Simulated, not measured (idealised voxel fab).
Module name: voxel released beams (process module)
Cross-section cut spans 205 nm and uses square cells 5 nm in size.
How to read a cross-section here: the picture is a grid of square cells, written as bands going from the top down, and any band can span one or more rows of cells.
It is stipulated that each band's entry specify, in nanometres, the height of the top of the band and then that of its bottom, followed by the materials of the band in left-to-right sequence, each together with its width in nanometres. A single material marked by the word "everywhere" is understood to fill the band from edge to edge; the word "blank" is understood to denote empty space.
Heights are measured from 0, the level below which the as-received wafer is all one material; the lowest band has no bottom and continues downward, written as in "0..down".
Per-row width for "30->40": begins at first number (top row of band), ends at second number (bottom row), increment between rows held constant.
Key: "changes: none" - step with no changed cell in the cross-section.
Under "Non-vented voids" you'll find the enclosed gaps, the ones with no way out to the top, that are 8 cells or bigger; each reads width x height at distance, with distance counted from the left edge, everything in nm.
What comes after the settings on a step's line is commentary from the simulator itself on that step.
What "overlay nm" on a step's line means: if the step has a mask, that mask lay this far to the right of its planned place, or, when the value is negative, to the left.

**Intended process steps**
1. RECEIVE, material Si
2. CONFORMAL_DEP, material Al2O3, thk nm 10
3. DIRECTIONAL_DEP, material SiO2, thk nm 15
4. PATTERN, tone open, mask id ANCHOR, material resist, width nm 35, thk nm 20, overlay nm 0
5. DIRECTIONAL_ETCH, etch materials SiO2, depth nm 15
6. STRIP, etch materials resist
7. CONFORMAL_DEP, material polySi, thk nm 10
8. DIRECTIONAL_DEP, material aC, thk nm 10
9. PATTERN, tone cover, mask id BEAM, material resist, width nm 100, thk nm 30, overlay nm 0
10. DIRECTIONAL_ETCH, etch materials aC, depth nm 10
11. STRIP, etch materials resist
12. DIRECTIONAL_ETCH, etch materials polySi, depth nm 10
13. STRIP, etch materials aC
14. STRIP, etch materials SiO2

**On the first of the two wafers: run conducted according to plan**

**Delivered wafer in cross-section: state after step 1**
- 0..down | Si everywhere
- Non-vented voids: none

**Take a look at the wafer's cross-section after step 2**
- 10..0 | Al2O3 everywhere
- Rest of section, below 0: as before.

**Take a look at the wafer's cross-section after step 3**
- 25..10 | SiO2 everywhere
- Rest of section, below 10: as before.

**Take a look at the wafer's cross-section after step 4**
- 45..25 | 55 resist; 35 blank; 115 resist
- Rest of section, below 25: as before.

**Take a look at the wafer's cross-section after step 5**
- 45..25 | 55 resist; 35 blank; 115 resist
- 25..10 | 55 SiO2; 35 blank; 115 SiO2
- Rest of section, below 10: as before.

**Take a look at the wafer's cross-section after step 6**
- 25..10 | 55 SiO2; 35 blank; 115 SiO2
- Rest of section, below 10: as before.

**Take a look at the wafer's cross-section after step 7**
- 35..25 | 65 polySi; 15 blank; 125 polySi
- 25..20 | 55 SiO2; 10 polySi; 15 blank; 10 polySi; 115 SiO2
- 20..10 | 55 SiO2; 35 polySi; 115 SiO2
- Rest of section, below 10: as before.

**Take a look at the wafer's cross-section after step 8**
- 45..35 | 65 aC; 15 blank; 125 aC
- 35..30 | 65 polySi; 15 blank; 125 polySi
- 30..25 | 65 polySi; 15 aC; 125 polySi
- 25..20 | 55 SiO2; 10 polySi; 15 aC; 10 polySi; 115 SiO2
- Rest of section, below 20: as before.

**Take a look at the wafer's cross-section after step 9**
- 75..45 | 50 blank; 100 resist; 55 blank
- 45..35 | 65 aC; 15 resist; 125 aC
- 35..30 | 65 polySi; 15 resist; 125 polySi
- Rest of section, below 30: as before.

**Take a look at the wafer's cross-section after step 10**
- 65..45 | 50 blank; 100 resist; 55 blank
- 45..35 | 50 blank; 15 aC; 15 resist; 70 aC; 55 blank
- Rest of section, below 35: as before.

**Take a look at the wafer's cross-section after step 11**
- 45..35 | 50 blank; 15 aC; 15 blank; 70 aC; 55 blank
- 35..30 | 65 polySi; 15 blank; 125 polySi
- Rest of section, below 30: as before.

**Take a look at the wafer's cross-section after step 12**
- 45..35 | 50 blank; 15 aC; 15 blank; 70 aC; 55 blank
- 35..30 | 50 blank; 15 polySi; 15 blank; 70 polySi; 55 blank
- 30..25 | 50 blank; 15 polySi; 15 aC; 70 polySi; 55 blank
- Rest of section, below 25: as before.

**Take a look at the wafer's cross-section after step 13**
- 35..25 | 50 blank; 15 polySi; 15 blank; 70 polySi; 55 blank
- 25..20 | 55 SiO2; 10 polySi; 15 blank; 10 polySi; 115 SiO2
- Rest of section, below 20: as before.

**Take a look at the wafer's cross-section after step 14**
- 35..25 | 50 blank; 15 polySi; 15 blank; 70 polySi; 55 blank
- 25..20 | 55 blank; 10 polySi; 15 blank; 10 polySi; 115 blank
- 20..10 | 55 blank; 35 polySi; 115 blank
- Rest of section, below 10: as before.

**Companion wafer, the second of two: same beginning, same intended sequence, one mistake in carrying it out; through step 1 inclusive it tracks the first exactly**

**Cross-sectional representation of the second wafer at the time designated in the plan for the completion of step 2**
- 10..0 | polySi everywhere
- Rest of section, below 0: as before.

**Cross-sectional representation of the second wafer at the time designated in the plan for the completion of step 3**
- 25..10 | SiO2 everywhere
- Rest of section, below 10: as before.

**Cross-sectional representation of the second wafer at the time designated in the plan for the completion of step 4**
- 45..25 | 55 resist; 35 blank; 115 resist
- Rest of section, below 25: as before.

**Cross-sectional representation of the second wafer at the time designated in the plan for the completion of step 5**
- 45..25 | 55 resist; 35 blank; 115 resist
- 25..10 | 55 SiO2; 35 blank; 115 SiO2
- Rest of section, below 10: as before.

**Cross-sectional representation of the second wafer at the time designated in the plan for the completion of step 6**
- 25..10 | 55 SiO2; 35 blank; 115 SiO2
- Rest of section, below 10: as before.

**Cross-sectional representation of the second wafer at the time designated in the plan for the completion of step 7**
- 35..25 | 65 polySi; 15 blank; 125 polySi
- 25..20 | 55 SiO2; 10 polySi; 15 blank; 10 polySi; 115 SiO2
- 20..10 | 55 SiO2; 35 polySi; 115 SiO2
- Rest of section, below 10: as before.

**Cross-sectional representation of the second wafer at the time designated in the plan for the completion of step 8**
- 45..35 | 65 aC; 15 blank; 125 aC
- 35..30 | 65 polySi; 15 blank; 125 polySi
- 30..25 | 65 polySi; 15 aC; 125 polySi
- 25..20 | 55 SiO2; 10 polySi; 15 aC; 10 polySi; 115 SiO2
- Rest of section, below 20: as before.

**Cross-sectional representation of the second wafer at the time designated in the plan for the completion of step 9**
- 75..45 | 50 blank; 100 resist; 55 blank
- 45..35 | 65 aC; 15 resist; 125 aC
- 35..30 | 65 polySi; 15 resist; 125 polySi
- Rest of section, below 30: as before.

**Cross-sectional representation of the second wafer at the time designated in the plan for the completion of step 10**
- 65..45 | 50 blank; 100 resist; 55 blank
- 45..35 | 50 blank; 15 aC; 15 resist; 70 aC; 55 blank
- Rest of section, below 35: as before.

**Cross-sectional representation of the second wafer at the time designated in the plan for the completion of step 11**
- 45..35 | 50 blank; 15 aC; 15 blank; 70 aC; 55 blank
- 35..30 | 65 polySi; 15 blank; 125 polySi
- Rest of section, below 30: as before.

**Cross-sectional representation of the second wafer at the time designated in the plan for the completion of step 12**
- 45..35 | 50 blank; 15 aC; 15 blank; 70 aC; 55 blank
- 35..30 | 50 blank; 15 polySi; 15 blank; 70 polySi; 55 blank
- 30..25 | 50 blank; 15 polySi; 15 aC; 70 polySi; 55 blank
- Rest of section, below 25: as before.

**Cross-sectional representation of the second wafer at the time designated in the plan for the completion of step 13**
- 35..25 | 50 blank; 15 polySi; 15 blank; 70 polySi; 55 blank
- 25..20 | 55 SiO2; 10 polySi; 15 blank; 10 polySi; 115 SiO2
- Rest of section, below 20: as before.

**Cross-sectional representation of the second wafer at the time designated in the plan for the completion of step 14**
- 35..25 | 50 blank; 15 polySi; 15 blank; 70 polySi; 55 blank
- 25..20 | 55 blank; 10 polySi; 15 blank; 10 polySi; 115 blank
- 20..10 | 55 blank; 35 polySi; 115 blank
- Rest of section, below 10: as before.
It is concluded that the wafer was processed incorrectly with respect to the plan, in that note that step 2 departed from the planned setting and was carried out as CONFORMAL_DEP, material polySi, thk nm 10
In the final state, the cell counts of the second wafer exceed or fall short of those of the first for the following materials: Al2O3: 82 fewer, polySi: 82 more
